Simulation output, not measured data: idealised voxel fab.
process module | voxel air gaps
cross-section cut | 265 nm wide | cells 5 nm
A cross-section is a grid of square cells, given in bands from the top down. A band is one or more rows of cells.
Each band's line starts with the height of the band's top and of its bottom, in nm. Then come its materials from left to right, each with its width in nm. One material with "throughout" fills the band from edge to edge. "air" is empty space.
Height 0 is the level under which the wafer as received is all one material. The lowest band goes on downwards, as in "0 down".
A width such as "30 to 40" changes by the same amount from each row of cells to the next, from the band's top row to its bottom row.
"no change" after a step means that no cell of the cross-section changed.
closed voids: empty space of 8 cells or more with no open way to the top, each as width x height at its distance from the left edge, in nm
after a step's settings: what the simulator itself notes on the step
overlay nm, on a step with a mask: how far to the right of its planned place the mask lay; to the left if negative
plan
1 op RECEIVE | material Si
2 op CONFORMAL_DEP | material SiO2 | thk nm 10
3 op CONFORMAL_DEP | material SiCN | thk nm 5
4 op DIRECTIONAL_DEP | material lowk | thk nm 40
5 op MASKED_ETCH | tone open | mask id LINES | width nm 20 | pitch nm 45 | etch materials lowk | depth nm 40 | overlay nm 0
6 op CONFORMAL_DEP | material TiN | thk nm 5
7 op FILL_DEP | material W | thk nm 5
8 op CMP | height nm 55
9 op EPI | material Ru | thk nm 10
10 op SELECTIVE_ETCH | etch materials lowk | depth nm 50
11 op CONFORMAL_DEP | material SiCN | thk nm 5
as received, after step 1
  0 down: Si throughout
  closed voids: none
a wafer at the end: this start, this plan, one mistake
  70 to 65: air 55 | SiCN 150 | air 60
  65 to 55: air 55 | SiCN 5 | Ru 140 | SiCN 5 | air 60
  55 to 50: air 55 | SiCN 15 | TiN 5 | W 20 | TiN 5 | lowk 15 | TiN 5 | W 20 | TiN 5 | lowk 15 | TiN 5 | W 20 | TiN 5 | SiCN 15 | air 60
  50 to 20: air 65 | SiCN 5 | TiN 5 | W 20 | TiN 5 | lowk 15 | TiN 5 | W 20 | TiN 5 | lowk 15 | TiN 5 | W 20 | TiN 5 | SiCN 5 | air 70
  20 to 15: SiCN 70 | TiN 30 | lowk 15 | TiN 30 | lowk 15 | TiN 30 | SiCN 75
  15 to 10: SiCN throughout
  10 to 0: SiO2 throughout
  0 down: Si throughout
  closed voids: none
what went wrong: step 5 ran as: op MASKED_ETCH | tone open | mask id LINES | width nm 30 | pitch nm 45 | etch materials lowk | depth nm 40 | overlay nm 0
